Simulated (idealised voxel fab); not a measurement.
Documented hereafter: the process module known as voxel capacitor over wiring.
Pictured: cross-section cut, 165 nm wide, on a grid of 5 nm square cells.
Think of the cross-section as a grid of square cells. We describe it in bands, top to bottom, and each band covers one or more rows of those cells. The band entry comprises the height of the band's top followed by the height of its bottom, expressed in nm, and subsequently the band's materials from left to right, each stated together with its width in nm. Where a single material is marked with the word "all across", that material fills the band from edge to edge. The word "empty" represents empty space. The reference from which all heights are counted is 0, the level beneath which the as-received wafer is entirely one material; the lowest band, having no lower bound, proceeds downward and is written after the example "top 0, no bottom". With a width like "30..40", each row of cells in the band differs from the next by the same amount, the top row carrying the first number and the bottom row the second. "no change occurred" after a step means that no cell of the cross-section changed. Reported under the label "Fully sealed cavities" are the empty spaces having no open way to the top and comprising 8 cells or more; the notation for each is width x height at distance, in which the distance is measured from the left edge and all three values are in nm. Note: text after step settings on the step line = simulator remark on that step. overlay nm: for a step with a mask, the amount by which the mask lay right of where it was planned; a negative amount means left of it.

The following list gives the planned process steps:
1. op RECEIVE | material Si
2. op CONFORMAL_DEP | material SiO2 | thk nm 15
3. op DIRECTIONAL_DEP | material TiN | thk nm 5
4. op DIRECTIONAL_DEP | material W | thk nm 15
5. op PATTERN | tone cover | mask id METAL_1 | material resist | width nm 30 | pitch nm 90 | thk nm 20 | overlay nm 0
6. op DIRECTIONAL_ETCH | etch materials W | depth nm 15
7. op DIRECTIONAL_ETCH | etch materials TiN | depth nm 5
8. op STRIP | etch materials resist
9. op CONFORMAL_DEP | material SiN | thk nm 5
10. op FILL_DEP | material lowk | thk nm 5
11. op CMP | height nm 35
12. op CONFORMAL_DEP | material SiCN | thk nm 5
13. op DIRECTIONAL_DEP | material lowk | thk nm 10
14. op PATTERN | tone open | mask id PLUG_1 | material resist | width nm 15 | thk nm 15 | overlay nm 0
15. op DIRECTIONAL_ETCH | etch materials lowk | depth nm 10
16. op DIRECTIONAL_ETCH | etch materials SiCN | depth nm 5
17. op STRIP | etch materials resist
18. op CONFORMAL_DEP | material TiN | thk nm 5
19. op FILL_DEP | material Cu | thk nm 5
20. op CMP | height nm 50
21. op DIRECTIONAL_DEP | material TiN | thk nm 10
22. op DIRECTIONAL_DEP | material SiN | thk nm 5
23. op DIRECTIONAL_DEP | material TiN | thk nm 5
24. op MASKED_ETCH | tone cover | mask id UPPER_PLATE | width nm 65 | etch materials TiN | depth nm 5 | overlay nm 0
25. op MASKED_ETCH | tone cover | mask id UPPER_PLATE | width nm 65 | etch materials SiN | depth nm 5 | overlay nm 0
26. op DIRECTIONAL_DEP | material aC | thk nm 10
27. op PATTERN | tone cover | mask id LOWER_PLATE | material resist | width nm 75 | thk nm 30 | overlay nm 0
28. op DIRECTIONAL_ETCH | etch materials aC | depth nm 10
29. op STRIP | etch materials resist
30. op DIRECTIONAL_ETCH | etch materials TiN | depth nm 10
31. op STRIP | etch materials aC
32. op FILL_DEP | material SiO2 | thk nm 20
33. op CMP | height nm 85
34. op DIRECTIONAL_DEP | material aC | thk nm 10
35. op PATTERN | tone open | mask id PLUG_2 | material resist | width nm 15 | thk nm 25 | overlay nm -15
36. op DIRECTIONAL_ETCH | etch materials aC | depth nm 10
37. op STRIP | etch materials resist
38. op DIRECTIONAL_ETCH | etch materials SiO2 | depth nm 15
39. op STRIP | etch materials aC
40. op CONFORMAL_DEP | material TiN | thk nm 5
41. op FILL_DEP | material Cu | thk nm 10
42. op CMP | height nm 85
43. op CONFORMAL_DEP | material SiN | thk nm 5
What sets these wafers apart? The overlay nm at step 35. They all start alike, and the plan carries the first wafer's value.

After step 1, as received: first of several wafers, cross-section:
> top 0, no bottom  Si all across
> Fully sealed cavities: none

Wafer cross-section (first of several) - module end, post step 43 (last step):
> top 90, bottom 85  SiN all across
> top 85, bottom 75  SiO2=30, TiN=5, Cu=5, TiN=5, SiO2=120
> top 75, bottom 65  SiO2=30..35, TiN=15..65, SiO2=120..65
> top 65, bottom 60  SiO2=35, SiN=65, SiO2=65
> top 60, bottom 50  SiO2=30, TiN=75, SiO2=60
> top 50, bottom 40  lowk=35, TiN=5, Cu=5, TiN=5, lowk=115
> top 40, bottom 35  SiCN=35, TiN=15, SiCN=115
> top 35, bottom 20  lowk=15, SiN=5, W=30, SiN=5, lowk=50, SiN=5, W=30, SiN=5, lowk=20
> top 20, bottom 15  SiN=20, TiN=30, SiN=60, TiN=30, SiN=25
> top 15, bottom 0  SiO2 all across
> top 0, no bottom  Si all across
> Fully sealed cavities: none

Cross-section, last wafer, module completion:
> top 90, bottom 85  SiN all across
> top 85, bottom 75  SiO2=60, TiN=5, Cu=5, TiN=5, SiO2=90
> top 75, bottom 65  SiO2=60..35, TiN=15..65, SiO2=90..65
> top 65, bottom 60  SiO2=35, SiN=65, SiO2=65
> top 60, bottom 50  SiO2=30, TiN=75, SiO2=60
> top 50, bottom 40  lowk=35, TiN=5, Cu=5, TiN=5, lowk=115
> top 40, bottom 35  SiCN=35, TiN=15, SiCN=115
> top 35, bottom 20  lowk=15, SiN=5, W=30, SiN=5, lowk=50, SiN=5, W=30, SiN=5, lowk=20
> top 20, bottom 15  SiN=20, TiN=30, SiN=60, TiN=30, SiN=25
> top 15, bottom 0  SiO2 all across
> top 0, no bottom  Si all across
> Fully sealed cavities: none

Take any row and you have a wafer at the end of the module: how many cells of each material it has gained (+) or lost (-) since it was received, and then its closed voids:
overlay nm -15; +4 Cu; +30 SiCN; +79 SiN; +265 SiO2; +69 TiN; +36 W; +111 lowk; Fully sealed cavities: none
overlay nm -10; +4 Cu; +30 SiCN; +79 SiN; +265 SiO2; +69 TiN; +36 W; +111 lowk; Fully sealed cavities: none
overlay nm -5; +4 Cu; +30 SiCN; +79 SiN; +265 SiO2; +69 TiN; +36 W; +111 lowk; Fully sealed cavities: none
overlay nm 0; +4 Cu; +30 SiCN; +79 SiN; +265 SiO2; +69 TiN; +36 W; +111 lowk; Fully sealed cavities: none
overlay nm 5; +4 Cu; +30 SiCN; +79 SiN; +265 SiO2; +69 TiN; +36 W; +111 lowk; Fully sealed cavities: none
overlay nm 10; +4 Cu; +30 SiCN; +79 SiN; +265 SiO2; +69 TiN; +36 W; +111 lowk; Fully sealed cavities: none
overlay nm 15; +4 Cu; +30 SiCN; +79 SiN; +265 SiO2; +69 TiN; +36 W; +111 lowk; Fully sealed cavities: none
